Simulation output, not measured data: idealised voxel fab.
The document below concerns the process module designated voxel gate over fins.
It is cross-section cut that appears here, measuring 155 nm in width, its square cells being 5 nm in size.
Bands, listed from the top down, are how a cross-section gets written in this document; the cross-section itself is a grid of square cells, and a band is one or more rows of them. Band entry format. Leading values: height of top, height of bottom, nm. Remainder: materials in left-to-right order, each with its width in nm. Special words: "all across" on a single material, which then fills the band edge to edge; "blank", empty space. Zero point of the height axis is 0; under it, received wafer = one material. Lowest band: continues down indefinitely, "top 0, no bottom". The expression "30 to 40" gives the width at the extremes of the band, the first number at its top row of cells and the second at its bottom row, with the width changing by equal amounts from each row to the next in between. For the purposes of this document, the phrase "no change" attached to a step denotes that no cell within the cross-section was modified by that step. Look at "Closed void inventory" for the closed voids: empty spaces with no open path to the top, sized 8 cells or up. Each is width x height at distance, distance from the left edge, all nm. The remark found on a step's line after its settings is issued by the simulator itself and pertains to that step. The "overlay nm" setting may appear on a step's line; for a step that uses a mask, it gives how far to the right of its planned position the mask lay, and a negative value indicates the left.
THE PROCESS STEPS THAT WERE PLANNED ARE LISTED BELOW
| 1 | RECEIVE | material Si |
| 2 | CONFORMAL_DEP | material SiN | thk nm 10 |
| 3 | DIRECTIONAL_DEP | material aC | thk nm 10 |
| 4 | PATTERN | tone cover | mask id FINS | material resist | width nm 15 | pitch nm 35 | thk nm 30 | overlay nm -15 |
| 5 | DIRECTIONAL_ETCH | etch materials aC | depth nm 10 |
| 6 | STRIP | etch materials resist |
| 7 | DIRECTIONAL_ETCH | etch materials SiN | depth nm 10 |
| 8 | DIRECTIONAL_ETCH | etch materials Si | depth nm 40 |
| 9 | STRIP | etch materials aC |
| 10 | FILL_DEP | material SiO2 | thk nm 10 |
| 11 | CMP | height nm 10 |
| 12 | SELECTIVE_ETCH | etch materials SiO2 | depth nm 20 |
| 13 | STRIP | etch materials SiN |
| 14 | CONFORMAL_DEP | material HfO2 | thk nm 5 |
| 15 | CONFORMAL_DEP | material TiN | thk nm 5 |
| 16 | CONFORMAL_DEP | material TiAl | thk nm 5 |
| 17 | CONFORMAL_DEP | material TiN | thk nm 5 |
| 18 | FILL_DEP | material W | thk nm 15 |
| 19 | CMP | height nm 30 |
| 20 | CONFORMAL_DEP | material SiN | thk nm 5 |
The wafers are alike at the start. At step 4, their overlay nm differs. The plan lists the first wafer's value.
THIS IS HOW THE FIRST OF SEVERAL WAFERS LOOKED IN CROSS-SECTION WHEN IT ARRIVED, WHICH IS AFTER STEP 1
  top 0, no bottom: Si all across
  Closed void inventory: none
QUICK KEY FOR THE TABLE: A ROW PER WAFER, TAKEN AT THE END OF THE MODULE. FOR EACH MATERIAL IT TELLS YOU HOW MANY CELLS THE WAFER GAINED (+) OR LOST (-) SINCE IT CAME IN, AND THE CLOSED VOIDS COME AFTER
overlay nm -15 | +43 HfO2 | -176 Si | +31 SiN | +132 SiO2 | +35 TiAl | +78 TiN | +74 W | Closed void inventory: none
overlay nm -10 | +43 HfO2 | -176 Si | +31 SiN | +132 SiO2 | +35 TiAl | +78 TiN | +74 W | Closed void inventory: none
overlay nm -5 | +43 HfO2 | -176 Si | +31 SiN | +132 SiO2 | +35 TiAl | +78 TiN | +74 W | Closed void inventory: none
overlay nm 0 | +43 HfO2 | -176 Si | +31 SiN | +132 SiO2 | +35 TiAl | +78 TiN | +74 W | Closed void inventory: none
overlay nm 5 | +43 HfO2 | -176 Si | +31 SiN | +132 SiO2 | +35 TiAl | +78 TiN | +74 W | Closed void inventory: none
overlay nm 10 | +43 HfO2 | -176 Si | +31 SiN | +132 SiO2 | +35 TiAl | +78 TiN | +74 W | Closed void inventory: none
overlay nm 15 | +43 HfO2 | -176 Si | +31 SiN | +132 SiO2 | +35 TiAl | +78 TiN | +74 W | Closed void inventory: none
